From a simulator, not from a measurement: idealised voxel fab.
process module | voxel transistor to metal
cross-section cut | 295 nm wide | cells 5 nm
A cross-section is a grid of square cells, given in bands from the top down. A band is one or more rows of cells.
Each band's line starts with the height of the band's top and of its bottom, in nm. Then come its materials from left to right, each with its width in nm. One material with "throughout" fills the band from edge to edge. "air" is empty space.
Height 0 is the level under which the wafer as received is all one material. The lowest band goes on downwards, as in "0 down".
A width such as "30 to 40" changes by the same amount from each row of cells to the next, from the band's top row to its bottom row.
"no change" after a step means that no cell of the cross-section changed.
closed voids: empty space of 8 cells or more with no open way to the top, each as width x height at its distance from the left edge, in nm
after a step's settings: what the simulator itself notes on the step
overlay nm, on a step with a mask: how far to the right of its planned place the mask lay; to the left if negative
plan
1 op RECEIVE | material Si
2 op CONFORMAL_DEP | material SiO2 | thk nm 5
3 op CONFORMAL_DEP | material SiN | thk nm 10
4 op DIRECTIONAL_DEP | material aC | thk nm 10
5 op PATTERN | tone cover | mask id ACTIVE | material resist | width nm 95 | pitch nm 120 | thk nm 25 | overlay nm 0
6 op DIRECTIONAL_ETCH | etch materials aC | depth nm 10
7 op STRIP | etch materials resist
8 op DIRECTIONAL_ETCH | etch materials SiN | depth nm 10
9 op DIRECTIONAL_ETCH | etch materials SiO2 | depth nm 5
10 op DIRECTIONAL_ETCH | etch materials Si | depth nm 30
11 op STRIP | etch materials aC
12 op FILL_DEP | material SiO2 | thk nm 10
13 op CMP | height nm 15
14 op SELECTIVE_ETCH | etch materials SiO2 | depth nm 5
15 op STRIP | etch materials SiN
16 op SELECTIVE_ETCH | etch materials SiO2 | depth nm 5
17 op OXIDIZE | depth nm 5
18 op DIRECTIONAL_DEP | material polySi | thk nm 20
19 op DIRECTIONAL_DEP | material SiCN | thk nm 10
20 op MASKED_ETCH | tone cover | mask id GATE | width nm 25 | pitch nm 120 | etch materials SiCN | depth nm 20 | overlay nm 0
21 op MASKED_ETCH | tone cover | mask id GATE | width nm 25 | pitch nm 120 | etch materials polySi | depth nm 30 | overlay nm 0
22 op CONFORMAL_DEP | material SiO2 | thk nm 5
23 op DIRECTIONAL_ETCH | etch materials SiO2 | depth nm 5
24 op CONFORMAL_DEP | material SiN | thk nm 5
25 op DIRECTIONAL_ETCH | etch materials SiN | depth nm 5
26 op DIRECTIONAL_ETCH | etch materials SiO2 | depth nm 5
27 op DIRECTIONAL_ETCH | etch materials Si | depth nm 15
28 op EPI | material nSi | thk nm 15
29 op FILL_DEP | material SiO2 | thk nm 10
30 op CMP | height nm 20
31 op STRIP | etch materials polySi
32 op SELECTIVE_ETCH | etch materials SiO2 | depth nm 5
33 op CONFORMAL_DEP | material HfO2 | thk nm 5
34 op CONFORMAL_DEP | material TiN | thk nm 5
35 op FILL_DEP | material W | thk nm 5
36 op CMP | height nm 15
37 op DIRECTIONAL_DEP | material SiO2 | thk nm 10
38 op MASKED_ETCH | tone open | mask id CONTACT | width nm 15 | etch materials SiO2 | depth nm 15 | overlay nm 0
39 op CONFORMAL_DEP | material TiN | thk nm 5
40 op FILL_DEP | material Ru | thk nm 10
41 op CMP | height nm 25
42 op DIRECTIONAL_DEP | material TiN | thk nm 5
43 op DIRECTIONAL_DEP | material Ru | thk nm 20
44 op DIRECTIONAL_DEP | material aC | thk nm 10
45 op PATTERN | tone cover | mask id METAL_1 | material resist | width nm 15 | thk nm 30 | overlay nm 0
46 op DIRECTIONAL_ETCH | etch materials aC | depth nm 10
47 op STRIP | etch materials resist
48 op DIRECTIONAL_ETCH | etch materials Ru | depth nm 20
49 op DIRECTIONAL_ETCH | etch materials TiN | depth nm 5
50 op STRIP | etch materials aC
51 op CONFORMAL_DEP | material SiCN | thk nm 5
52 op FILL_DEP | material SiO2 | thk nm 10
53 op CMP | height nm 50
54 op CONFORMAL_DEP | material SiCN | thk nm 5
as received, after step 1
  0 down: Si throughout
  closed voids: none
a wafer at the end: this start, this plan, one mistake
  55 to 50: SiCN throughout
  50 to 30: SiO2 40 | SiCN 5 | Ru 15 | SiCN 5 | SiO2 45 | SiCN 5 | Ru 15 | SiCN 5 | SiO2 25 | SiCN 5 | Ru 15 | SiCN 5 | SiO2 45 | SiCN 5 | Ru 15 | SiCN 5 | SiO2 40
  30 to 25: SiCN 45 | TiN 15 | SiCN 55 | TiN 15 | SiCN 35 | TiN 15 | SiCN 55 | TiN 15 | SiCN 45
  25 to 15: SiO2 45 | TiN 5 | Ru 5 | TiN 5 | SiO2 55 | TiN 5 | Ru 5 | TiN 5 | SiO2 35 | TiN 5 | Ru 5 | TiN 5 | SiO2 55 | TiN 5 | Ru 5 | TiN 5 | SiO2 45
  15 to 10: SiO2 45 | TiN 15 | SiO2 5 | SiN 5 | HfO2 5 | TiN 5 | W 15 | TiN 5 | HfO2 5 | SiN 5 | SiO2 5 | TiN 15 | SiO2 35 | TiN 15 | SiO2 5 | SiN 5 | HfO2 5 | TiN 5 | W 15 | TiN 5 | HfO2 5 | SiN 5 | SiO2 5 | TiN 15 | SiO2 45
  10 to 5: SiO2 40 | nSi 25 | SiN 5 | HfO2 5 | TiN 5 | W 15 | TiN 5 | HfO2 5 | SiN 5 | nSi 25 | SiO2 25 | nSi 25 | SiN 5 | HfO2 5 | TiN 5 | W 15 | TiN 5 | HfO2 5 | SiN 5 | nSi 25 | SiO2 40
  5 to 0: SiO2 40 | SiN 5 | nSi 20 | SiN 5 | HfO2 5 | TiN 25 | HfO2 5 | SiN 5 | nSi 20 | SiN 5 | SiO2 25 | SiN 5 | nSi 20 | SiN 5 | HfO2 5 | TiN 25 | HfO2 5 | SiN 5 | nSi 20 | SiN 5 | SiO2 40
  0 to -5: SiO2 45 | nSi 20 | SiO2 5 | HfO2 35 | SiO2 5 | nSi 20 | SiO2 35 | nSi 20 | SiO2 5 | HfO2 35 | SiO2 5 | nSi 20 | SiO2 45
  -5 to -30: SiO2 40 | Si 5 | nSi 20 | Si 45 | nSi 20 | Si 5 | SiO2 25 | Si 5 | nSi 20 | Si 45 | nSi 20 | Si 5 | SiO2 40
  -30 to -35: Si 45 | nSi 20 | Si 45 | nSi 20 | Si 35 | nSi 20 | Si 45 | nSi 20 | Si 45
  -35 down: Si throughout
  closed voids: none
what went wrong: step 27 was run twice
